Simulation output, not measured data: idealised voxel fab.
process module | voxel double patterning
cross-section cut | 265 nm wide | cells 5 nm
A cross-section is a grid of square cells, given in bands from the top down. A band is one or more rows of cells.
Each band's line starts with the height of the band's top and of its bottom, in nm. Then come its materials from left to right, each with its width in nm. One material with "throughout" fills the band from edge to edge. "air" is empty space.
Height 0 is the level under which the wafer as received is all one material. The lowest band goes on downwards, as in "0 down".
A width such as "30 to 40" changes by the same amount from each row of cells to the next, from the band's top row to its bottom row.
"no change" after a step means that no cell of the cross-section changed.
closed voids: empty space of 8 cells or more with no open way to the top, each as width x height at its distance from the left edge, in nm
after a step's settings: what the simulator itself notes on the step
overlay nm, on a step with a mask: how far to the right of its planned place the mask lay; to the left if negative
plan
1 op RECEIVE | material Si
2 op CONFORMAL_DEP | material SiO2 | thk nm 10
3 op DIRECTIONAL_DEP | material W | thk nm 15
4 op DIRECTIONAL_DEP | material SiCN | thk nm 10
5 op MASKED_ETCH | tone open | mask id FIRST | width nm 15 | pitch nm 50 | etch materials SiCN | depth nm 10 | overlay nm 0
6 op PATTERN | tone open | mask id SECOND | material resist | width nm 15 | thk nm 15 | overlay nm -15
7 op DIRECTIONAL_ETCH | etch materials SiCN | depth nm 10
8 op STRIP | etch materials resist
9 op DIRECTIONAL_ETCH | etch materials W | depth nm 15
10 op STRIP | etch materials SiCN
varied across the wafers: overlay nm of step 6. The plan shows the first wafer's value. All wafers start alike
first wafer as received, after step 1
  0 down: Si throughout
  closed voids: none
each wafer at the end: cells of each material gained (+) or lost (-) since it was received, then its closed voids
overlay nm -15 | +106 SiO2 | +135 W | closed voids: none
overlay nm -10 | +106 SiO2 | +132 W | closed voids: none
overlay nm -5 | +106 SiO2 | +132 W | closed voids: none
overlay nm 0 | +106 SiO2 | +132 W | closed voids: none
overlay nm 5 | +106 SiO2 | +132 W | closed voids: none
overlay nm 10 | +106 SiO2 | +132 W | closed voids: none
overlay nm 15 | +106 SiO2 | +135 W | closed voids: none
